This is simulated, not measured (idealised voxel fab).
Title: Process Module voxel capacitor over wiring
cross-section cut | 220 nm wide | cells 5 nm
A cross-section is written here as square cells arranged in a grid, and it is given in bands from the top down, each band taking up one or more rows of cells.
Top, bottom (nm), then materials left to right with widths (nm); lone material tagged "edge to edge" fills the whole band edge to edge; "air" = empty space.
Heights are measured from 0, the level below which the as-received wafer is all one material; the lowest band has no bottom and continues downward, written as in "0 -> down".
Graded width ("30->40"): value in top row of band = first number; value in bottom row = second number; row-to-row change constant.
Take "everything unchanged" at face value: in the step it is given for, the cross-section changed in none of its cells.
Closed empty spaces (no open way to the top) of 8 cells or more are what "Fully sealed cavities" lists, each as width x height at distance from the left edge, nm for all three.
Anything after a step's settings on that line? It's the simulator's own note about the step.
The "overlay nm" setting may appear on a step's line; for a step that uses a mask, it gives how far to the right of its planned position the mask lay, and a negative value indicates the left.

## The process steps that were planned are listed below
1 RECEIVE: material Si
2 CONFORMAL_DEP: material SiO2, thk nm 15
3 CONFORMAL_DEP: material SiCN, thk nm 5
4 DIRECTIONAL_DEP: material SiO2, thk nm 20
5 DIRECTIONAL_DEP: material aC, thk nm 10
6 PATTERN: tone open, mask id METAL_1, material resist, width nm 25, pitch nm 75, thk nm 25, overlay nm 0
7 DIRECTIONAL_ETCH: etch materials aC, depth nm 10
8 STRIP: etch materials resist
9 DIRECTIONAL_ETCH: etch materials SiO2, depth nm 20
10 DIRECTIONAL_ETCH: etch materials SiCN, depth nm 5
11 STRIP: etch materials aC
12 CONFORMAL_DEP: material TiN, thk nm 5
13 FILL_DEP: material Ru, thk nm 10
14 CMP: height nm 40
15 EPI: material Ru, thk nm 5
16 FILL_DEP: material SiCN, thk nm 5
17 DIRECTIONAL_DEP: material lowk, thk nm 10
18 PATTERN: tone open, mask id PLUG_1, material resist, width nm 15, thk nm 20, overlay nm 0
19 DIRECTIONAL_ETCH: etch materials lowk, depth nm 10
20 DIRECTIONAL_ETCH: etch materials SiCN, depth nm 5
21 STRIP: etch materials resist
22 EPI: material Ru, thk nm 10
23 EPI: material Ru, thk nm 5
24 DIRECTIONAL_DEP: material TiN, thk nm 10
25 DIRECTIONAL_DEP: material HfO2, thk nm 5
26 DIRECTIONAL_DEP: material TiN, thk nm 10
27 DIRECTIONAL_DEP: material aC, thk nm 10
28 PATTERN: tone cover, mask id UPPER_PLATE, material resist, width nm 55, thk nm 30, overlay nm 0
29 DIRECTIONAL_ETCH: etch materials aC, depth nm 10
30 STRIP: etch materials resist
31 DIRECTIONAL_ETCH: etch materials TiN, depth nm 10
32 DIRECTIONAL_ETCH: etch materials HfO2, depth nm 5
33 STRIP: etch materials aC
34 DIRECTIONAL_DEP: material aC, thk nm 10
35 PATTERN: tone cover, mask id LOWER_PLATE, material resist, width nm 65, thk nm 25, overlay nm 0
36 DIRECTIONAL_ETCH: etch materials aC, depth nm 10
37 STRIP: etch materials resist
38 DIRECTIONAL_ETCH: etch materials TiN, depth nm 10
39 STRIP: etch materials aC
40 FILL_DEP: material SiO2, thk nm 20
41 CMP: height nm 100
42 MASKED_ETCH: tone open, mask id PLUG_2, width nm 15, etch materials SiO2, depth nm 15, overlay nm 0
43 CONFORMAL_DEP: material TiN, thk nm 5
44 FILL_DEP: material Cu, thk nm 5
45 CMP: height nm 100
46 CONFORMAL_DEP: material SiN, thk nm 5

## First wafer out of two, processed as planned

## So this is the incoming wafer in cross-section - it's already been through step 1
0 -> down = Si edge to edge
Fully sealed cavities: none

## Upon completion of step 2, the wafer appears in cross-section as shown
15 -> 0 = SiO2 edge to edge
Rest of section, below 0: as before.

## Upon completion of step 3, the wafer appears in cross-section as shown
20 -> 15 = SiCN edge to edge
Rest of section, below 15: as before.

## Upon completion of step 4, the wafer appears in cross-section as shown
40 -> 20 = SiO2 edge to edge
Rest of section, below 20: as before.

## Upon completion of step 5, the wafer appears in cross-section as shown
50 -> 40 = aC edge to edge
Rest of section, below 40: as before.

## Upon completion of step 6, the wafer appears in cross-section as shown
75 -> 50 = resist: 60 / air: 25 / resist: 50 / air: 25 / resist: 60
Rest of section, below 50: as before.

## Upon completion of step 7, the wafer appears in cross-section as shown
65 -> 50 = resist: 60 / air: 25 / resist: 50 / air: 25 / resist: 60
50 -> 40 = aC: 60 / air: 25 / aC: 50 / air: 25 / aC: 60
Rest of section, below 40: as before.

## Upon completion of step 8, the wafer appears in cross-section as shown
50 -> 40 = aC: 60 / air: 25 / aC: 50 / air: 25 / aC: 60
Rest of section, below 40: as before.

## Upon completion of step 9, the wafer appears in cross-section as shown
50 -> 40 = aC: 60 / air: 25 / aC: 50 / air: 25 / aC: 60
40 -> 20 = SiO2: 60 / air: 25 / SiO2: 50 / air: 25 / SiO2: 60
Rest of section, below 20: as before.

## Upon completion of step 10, the wafer appears in cross-section as shown
50 -> 40 = aC: 60 / air: 25 / aC: 50 / air: 25 / aC: 60
40 -> 20 = SiO2: 60 / air: 25 / SiO2: 50 / air: 25 / SiO2: 60
20 -> 15 = SiCN: 60 / air: 25 / SiCN: 50 / air: 25 / SiCN: 60
Rest of section, below 15: as before.

## Upon completion of step 11, the wafer appears in cross-section as shown
40 -> 20 = SiO2: 60 / air: 25 / SiO2: 50 / air: 25 / SiO2: 60
Rest of section, below 20: as before.

## Upon completion of step 12, the wafer appears in cross-section as shown
45 -> 40 = TiN: 65 / air: 15 / TiN: 60 / air: 15 / TiN: 65
40 -> 20 = SiO2: 60 / TiN: 5 / air: 15 / TiN: 5 / SiO2: 50 / TiN: 5 / air: 15 / TiN: 5 / SiO2: 60
20 -> 15 = SiCN: 60 / TiN: 25 / SiCN: 50 / TiN: 25 / SiCN: 60
Rest of section, below 15: as before.

## Upon completion of step 13, the wafer appears in cross-section as shown
55 -> 45 = Ru edge to edge
45 -> 40 = TiN: 65 / Ru: 15 / TiN: 60 / Ru: 15 / TiN: 65
40 -> 20 = SiO2: 60 / TiN: 5 / Ru: 15 / TiN: 5 / SiO2: 50 / TiN: 5 / Ru: 15 / TiN: 5 / SiO2: 60
Rest of section, below 20: as before.

## Upon completion of step 14, the wafer appears in cross-section as shown
40 -> 20 = SiO2: 60 / TiN: 5 / Ru: 15 / TiN: 5 / SiO2: 50 / TiN: 5 / Ru: 15 / TiN: 5 / SiO2: 60
Rest of section, below 20: as before.

## Upon completion of step 15, the wafer appears in cross-section as shown
45 -> 40 = air: 55 / Ru: 35 / air: 40 / Ru: 35 / air: 55
Rest of section, below 40: as before.

## Upon completion of step 16, the wafer appears in cross-section as shown
50 -> 45 = SiCN edge to edge
45 -> 40 = SiCN: 55 / Ru: 35 / SiCN: 40 / Ru: 35 / SiCN: 55
Rest of section, below 40: as before.

## Upon completion of step 17, the wafer appears in cross-section as shown
60 -> 50 = lowk edge to edge
Rest of section, below 50: as before.

## Upon completion of step 18, the wafer appears in cross-section as shown
80 -> 60 = resist: 70 / air: 15 / resist: 135
Rest of section, below 60: as before.

## Upon completion of step 19, the wafer appears in cross-section as shown
80 -> 60 = resist: 70 / air: 15 / resist: 135
60 -> 50 = lowk: 70 / air: 15 / lowk: 135
Rest of section, below 50: as before.

## Upon completion of step 20, the wafer appears in cross-section as shown
80 -> 60 = resist: 70 / air: 15 / resist: 135
60 -> 50 = lowk: 70 / air: 15 / lowk: 135
50 -> 45 = SiCN: 70 / air: 15 / SiCN: 135
Rest of section, below 45: as before.

## Upon completion of step 21, the wafer appears in cross-section as shown
60 -> 50 = lowk: 70 / air: 15 / lowk: 135
Rest of section, below 50: as before.

## Upon completion of step 22, the wafer appears in cross-section as shown
60 -> 55 = lowk: 70 / air: 15 / lowk: 135
55 -> 50 = lowk: 70 / Ru: 15 / lowk: 135
50 -> 45 = SiCN: 70 / Ru: 15 / SiCN: 135
Rest of section, below 45: as before.

## Upon completion of step 23, the wafer appears in cross-section as shown
60 -> 50 = lowk: 70 / Ru: 15 / lowk: 135
Rest of section, below 50: as before.

## Upon completion of step 24, the wafer appears in cross-section as shown
70 -> 60 = TiN edge to edge
Rest of section, below 60: as before.

## Upon completion of step 25, the wafer appears in cross-section as shown
75 -> 70 = HfO2 edge to edge
Rest of section, below 70: as before.

## Upon completion of step 26, the wafer appears in cross-section as shown
85 -> 75 = TiN edge to edge
Rest of section, below 75: as before.

## Upon completion of step 27, the wafer appears in cross-section as shown
95 -> 85 = aC edge to edge
Rest of section, below 85: as before.

## Upon completion of step 28, the wafer appears in cross-section as shown
125 -> 95 = air: 70 / resist: 55 / air: 95
Rest of section, below 95: as before.

## Upon completion of step 29, the wafer appears in cross-section as shown
115 -> 95 = air: 70 / resist: 55 / air: 95
95 -> 85 = air: 70 / aC: 55 / air: 95
Rest of section, below 85: as before.

## Upon completion of step 30, the wafer appears in cross-section as shown
95 -> 85 = air: 70 / aC: 55 / air: 95
Rest of section, below 85: as before.

## Upon completion of step 31, the wafer appears in cross-section as shown
95 -> 85 = air: 70 / aC: 55 / air: 95
85 -> 75 = air: 70 / TiN: 55 / air: 95
Rest of section, below 75: as before.

## Upon completion of step 32, the wafer appears in cross-section as shown
95 -> 85 = air: 70 / aC: 55 / air: 95
85 -> 75 = air: 70 / TiN: 55 / air: 95
75 -> 70 = air: 70 / HfO2: 55 / air: 95
Rest of section, below 70: as before.

## Upon completion of step 33, the wafer appears in cross-section as shown
85 -> 75 = air: 70 / TiN: 55 / air: 95
Rest of section, below 75: as before.

## Upon completion of step 34, the wafer appears in cross-section as shown
95 -> 85 = air: 70 / aC: 55 / air: 95
85 -> 80 = air: 70 / TiN: 55 / air: 95
80 -> 75 = aC: 70 / TiN: 55 / aC: 95
75 -> 70 = aC: 70 / HfO2: 55 / aC: 95
Rest of section, below 70: as before.

## Upon completion of step 35, the wafer appears in cross-section as shown
120 -> 95 = air: 65 / resist: 65 / air: 90
95 -> 85 = air: 65 / resist: 5 / aC: 55 / resist: 5 / air: 90
85 -> 80 = air: 65 / resist: 5 / TiN: 55 / resist: 5 / air: 90
Rest of section, below 80: as before.

## Upon completion of step 36, the wafer appears in cross-section as shown
110 -> 95 = air: 65 / resist: 65 / air: 90
95 -> 85 = air: 65 / resist: 5 / aC: 55 / resist: 5 / air: 90
85 -> 80 = air: 65 / resist: 5 / TiN: 55 / resist: 5 / air: 90
80 -> 75 = air: 65 / aC: 5 / TiN: 55 / aC: 5 / air: 90
75 -> 70 = air: 65 / aC: 5 / HfO2: 55 / aC: 5 / air: 90
Rest of section, below 70: as before.

## Upon completion of step 37, the wafer appears in cross-section as shown
95 -> 85 = air: 70 / aC: 55 / air: 95
85 -> 80 = air: 70 / TiN: 55 / air: 95
Rest of section, below 80: as before.

## Upon completion of step 38, the wafer appears in cross-section as shown
95 -> 85 = air: 70 / aC: 55 / air: 95
85 -> 80 = air: 70 / TiN: 55 / air: 95
80 -> 75 = air: 65 / aC: 5 / TiN: 55 / aC: 5 / air: 90
75 -> 70 = air: 65 / aC: 5 / HfO2: 55 / aC: 5 / air: 90
70 -> 60 = air: 65 / TiN: 65 / air: 90
Rest of section, below 60: as before.

## Upon completion of step 39, the wafer appears in cross-section as shown
85 -> 75 = air: 70 / TiN: 55 / air: 95
75 -> 70 = air: 70 / HfO2: 55 / air: 95
Rest of section, below 70: as before.

## Upon completion of step 40, the wafer appears in cross-section as shown
105 -> 85 = SiO2 edge to edge
85 -> 75 = SiO2: 70 / TiN: 55 / SiO2: 95
75 -> 70 = SiO2: 70 / HfO2: 55 / SiO2: 95
70 -> 60 = SiO2: 65 / TiN: 65 / SiO2: 90
Rest of section, below 60: as before.

## Upon completion of step 41, the wafer appears in cross-section as shown
100 -> 85 = SiO2 edge to edge
Rest of section, below 85: as before.

## Upon completion of step 42, the wafer appears in cross-section as shown
100 -> 85 = SiO2: 80 / air: 15 / SiO2: 125
Rest of section, below 85: as before.

## Upon completion of step 43, the wafer appears in cross-section as shown
105 -> 100 = TiN: 85 / air: 5 / TiN: 130
100 -> 90 = SiO2: 80 / TiN: 5 / air: 5 / TiN: 5 / SiO2: 125
90 -> 85 = SiO2: 80 / TiN: 15 / SiO2: 125
Rest of section, below 85: as before.

## Upon completion of step 44, the wafer appears in cross-section as shown
110 -> 105 = Cu edge to edge
105 -> 100 = TiN: 85 / Cu: 5 / TiN: 130
100 -> 90 = SiO2: 80 / TiN: 5 / Cu: 5 / TiN: 5 / SiO2: 125
Rest of section, below 90: as before.

## Upon completion of step 45, the wafer appears in cross-section as shown
100 -> 90 = SiO2: 80 / TiN: 5 / Cu: 5 / TiN: 5 / SiO2: 125
Rest of section, below 90: as before.

## Upon completion of step 46, the wafer appears in cross-section as shown
105 -> 100 = SiN edge to edge
Rest of section, below 100: as before.

## Companion wafer, the second of two: same beginning, same intended sequence, one mistake in carrying it out; through step 2 inclusive it tracks the first exactly

## Second wafer, cut view, end of step 3 per plan
30 -> 15 = SiCN edge to edge
Rest of section, below 15: as before.

## Second wafer, cut view, end of step 4 per plan
50 -> 30 = SiO2 edge to edge
Rest of section, below 30: as before.

## Second wafer, cut view, end of step 5 per plan
60 -> 50 = aC edge to edge
Rest of section, below 50: as before.

## Second wafer, cut view, end of step 6 per plan
85 -> 60 = resist: 60 / air: 25 / resist: 50 / air: 25 / resist: 60
Rest of section, below 60: as before.

## Second wafer, cut view, end of step 7 per plan
75 -> 60 = resist: 60 / air: 25 / resist: 50 / air: 25 / resist: 60
60 -> 50 = aC: 60 / air: 25 / aC: 50 / air: 25 / aC: 60
Rest of section, below 50: as before.

## Second wafer, cut view, end of step 8 per plan
60 -> 50 = aC: 60 / air: 25 / aC: 50 / air: 25 / aC: 60
Rest of section, below 50: as before.

## Second wafer, cut view, end of step 9 per plan
60 -> 50 = aC: 60 / air: 25 / aC: 50 / air: 25 / aC: 60
50 -> 30 = SiO2: 60 / air: 25 / SiO2: 50 / air: 25 / SiO2: 60
Rest of section, below 30: as before.

## Second wafer, cut view, end of step 10 per plan
60 -> 50 = aC: 60 / air: 25 / aC: 50 / air: 25 / aC: 60
50 -> 30 = SiO2: 60 / air: 25 / SiO2: 50 / air: 25 / SiO2: 60
30 -> 25 = SiCN: 60 / air: 25 / SiCN: 50 / air: 25 / SiCN: 60
Rest of section, below 25: as before.

## Second wafer, cut view, end of step 11 per plan
50 -> 30 = SiO2: 60 / air: 25 / SiO2: 50 / air: 25 / SiO2: 60
Rest of section, below 30: as before.

## Second wafer, cut view, end of step 12 per plan
55 -> 50 = TiN: 65 / air: 15 / TiN: 60 / air: 15 / TiN: 65
50 -> 30 = SiO2: 60 / TiN: 5 / air: 15 / TiN: 5 / SiO2: 50 / TiN: 5 / air: 15 / TiN: 5 / SiO2: 60
30 -> 25 = SiCN: 60 / TiN: 25 / SiCN: 50 / TiN: 25 / SiCN: 60
Rest of section, below 25: as before.

## Second wafer, cut view, end of step 13 per plan
65 -> 55 = Ru edge to edge
55 -> 50 = TiN: 65 / Ru: 15 / TiN: 60 / Ru: 15 / TiN: 65
50 -> 30 = SiO2: 60 / TiN: 5 / Ru: 15 / TiN: 5 / SiO2: 50 / TiN: 5 / Ru: 15 / TiN: 5 / SiO2: 60
Rest of section, below 30: as before.

## Second wafer, cut view, end of step 14 per plan
40 -> 30 = SiO2: 60 / TiN: 5 / Ru: 15 / TiN: 5 / SiO2: 50 / TiN: 5 / Ru: 15 / TiN: 5 / SiO2: 60
Rest of section, below 30: as before.

## Second wafer, cut view, end of step 15 per plan
45 -> 40 = air: 55 / Ru: 35 / air: 40 / Ru: 35 / air: 55
Rest of section, below 40: as before.

## Second wafer, cut view, end of step 16 per plan
50 -> 45 = SiCN edge to edge
45 -> 40 = SiCN: 55 / Ru: 35 / SiCN: 40 / Ru: 35 / SiCN: 55
Rest of section, below 40: as before.

## Second wafer, cut view, end of step 17 per plan
60 -> 50 = lowk edge to edge
Rest of section, below 50: as before.

## Second wafer, cut view, end of step 18 per plan
80 -> 60 = resist: 70 / air: 15 / resist: 135
Rest of section, below 60: as before.

## Second wafer, cut view, end of step 19 per plan
80 -> 60 = resist: 70 / air: 15 / resist: 135
60 -> 50 = lowk: 70 / air: 15 / lowk: 135
Rest of section, below 50: as before.

## Second wafer, cut view, end of step 20 per plan
80 -> 60 = resist: 70 / air: 15 / resist: 135
60 -> 50 = lowk: 70 / air: 15 / lowk: 135
50 -> 45 = SiCN: 70 / air: 15 / SiCN: 135
Rest of section, below 45: as before.

## Second wafer, cut view, end of step 21 per plan
60 -> 50 = lowk: 70 / air: 15 / lowk: 135
Rest of section, below 50: as before.

## Second wafer, cut view, end of step 22 per plan
60 -> 55 = lowk: 70 / air: 15 / lowk: 135
55 -> 50 = lowk: 70 / Ru: 15 / lowk: 135
50 -> 45 = SiCN: 70 / Ru: 15 / SiCN: 135
Rest of section, below 45: as before.

## Second wafer, cut view, end of step 23 per plan
60 -> 50 = lowk: 70 / Ru: 15 / lowk: 135
Rest of section, below 50: as before.

## Second wafer, cut view, end of step 24 per plan
70 -> 60 = TiN edge to edge
Rest of section, below 60: as before.

## Second wafer, cut view, end of step 25 per plan
75 -> 70 = HfO2 edge to edge
Rest of section, below 70: as before.

## Second wafer, cut view, end of step 26 per plan
85 -> 75 = TiN edge to edge
Rest of section, below 75: as before.

## Second wafer, cut view, end of step 27 per plan
95 -> 85 = aC edge to edge
Rest of section, below 85: as before.

## Second wafer, cut view, end of step 28 per plan
125 -> 95 = air: 70 / resist: 55 / air: 95
Rest of section, below 95: as before.

## Second wafer, cut view, end of step 29 per plan
115 -> 95 = air: 70 / resist: 55 / air: 95
95 -> 85 = air: 70 / aC: 55 / air: 95
Rest of section, below 85: as before.

## Second wafer, cut view, end of step 30 per plan
95 -> 85 = air: 70 / aC: 55 / air: 95
Rest of section, below 85: as before.

## Second wafer, cut view, end of step 31 per plan
95 -> 85 = air: 70 / aC: 55 / air: 95
85 -> 75 = air: 70 / TiN: 55 / air: 95
Rest of section, below 75: as before.

## Second wafer, cut view, end of step 32 per plan
95 -> 85 = air: 70 / aC: 55 / air: 95
85 -> 75 = air: 70 / TiN: 55 / air: 95
75 -> 70 = air: 70 / HfO2: 55 / air: 95
Rest of section, below 70: as before.

## Second wafer, cut view, end of step 33 per plan
85 -> 75 = air: 70 / TiN: 55 / air: 95
Rest of section, below 75: as before.

## Second wafer, cut view, end of step 34 per plan
95 -> 85 = air: 70 / aC: 55 / air: 95
85 -> 80 = air: 70 / TiN: 55 / air: 95
80 -> 75 = aC: 70 / TiN: 55 / aC: 95
75 -> 70 = aC: 70 / HfO2: 55 / aC: 95
Rest of section, below 70: as before.

## Second wafer, cut view, end of step 35 per plan
120 -> 95 = air: 65 / resist: 65 / air: 90
95 -> 85 = air: 65 / resist: 5 / aC: 55 / resist: 5 / air: 90
85 -> 80 = air: 65 / resist: 5 / TiN: 55 / resist: 5 / air: 90
Rest of section, below 80: as before.

## Second wafer, cut view, end of step 36 per plan
110 -> 95 = air: 65 / resist: 65 / air: 90
95 -> 85 = air: 65 / resist: 5 / aC: 55 / resist: 5 / air: 90
85 -> 80 = air: 65 / resist: 5 / TiN: 55 / resist: 5 / air: 90
80 -> 75 = air: 65 / aC: 5 / TiN: 55 / aC: 5 / air: 90
75 -> 70 = air: 65 / aC: 5 / HfO2: 55 / aC: 5 / air: 90
Rest of section, below 70: as before.

## Second wafer, cut view, end of step 37 per plan
95 -> 85 = air: 70 / aC: 55 / air: 95
85 -> 80 = air: 70 / TiN: 55 / air: 95
Rest of section, below 80: as before.

## Second wafer, cut view, end of step 38 per plan
95 -> 85 = air: 70 / aC: 55 / air: 95
85 -> 80 = air: 70 / TiN: 55 / air: 95
80 -> 75 = air: 65 / aC: 5 / TiN: 55 / aC: 5 / air: 90
75 -> 70 = air: 65 / aC: 5 / HfO2: 55 / aC: 5 / air: 90
70 -> 60 = air: 65 / TiN: 65 / air: 90
Rest of section, below 60: as before.

## Second wafer, cut view, end of step 39 per plan
85 -> 75 = air: 70 / TiN: 55 / air: 95
75 -> 70 = air: 70 / HfO2: 55 / air: 95
Rest of section, below 70: as before.

## Second wafer, cut view, end of step 40 per plan
105 -> 85 = SiO2 edge to edge
85 -> 75 = SiO2: 70 / TiN: 55 / SiO2: 95
75 -> 70 = SiO2: 70 / HfO2: 55 / SiO2: 95
70 -> 60 = SiO2: 65 / TiN: 65 / SiO2: 90
Rest of section, below 60: as before.

## Second wafer, cut view, end of step 41 per plan
100 -> 85 = SiO2 edge to edge
Rest of section, below 85: as before.

## Second wafer, cut view, end of step 42 per plan
100 -> 85 = SiO2: 80 / air: 15 / SiO2: 125
Rest of section, below 85: as before.

## Second wafer, cut view, end of step 43 per plan
105 -> 100 = TiN: 85 / air: 5 / TiN: 130
100 -> 90 = SiO2: 80 / TiN: 5 / air: 5 / TiN: 5 / SiO2: 125
90 -> 85 = SiO2: 80 / TiN: 15 / SiO2: 125
Rest of section, below 85: as before.

## Second wafer, cut view, end of step 44 per plan
110 -> 105 = Cu edge to edge
105 -> 100 = TiN: 85 / Cu: 5 / TiN: 130
100 -> 90 = SiO2: 80 / TiN: 5 / Cu: 5 / TiN: 5 / SiO2: 125
Rest of section, below 90: as before.

## Second wafer, cut view, end of step 45 per plan
100 -> 90 = SiO2: 80 / TiN: 5 / Cu: 5 / TiN: 5 / SiO2: 125
Rest of section, below 90: as before.

## Second wafer, cut view, end of step 46 per plan
105 -> 100 = SiN edge to edge
Rest of section, below 100: as before.
What was done differently from what was planned? step 3 changed vs plan, executed as CONFORMAL_DEP: material SiCN, thk nm 15
Counted in cells at the end, the second wafer holds more or fewer of these materials than the first: Ru -12; SiCN +88; SiO2 -68; TiN -8
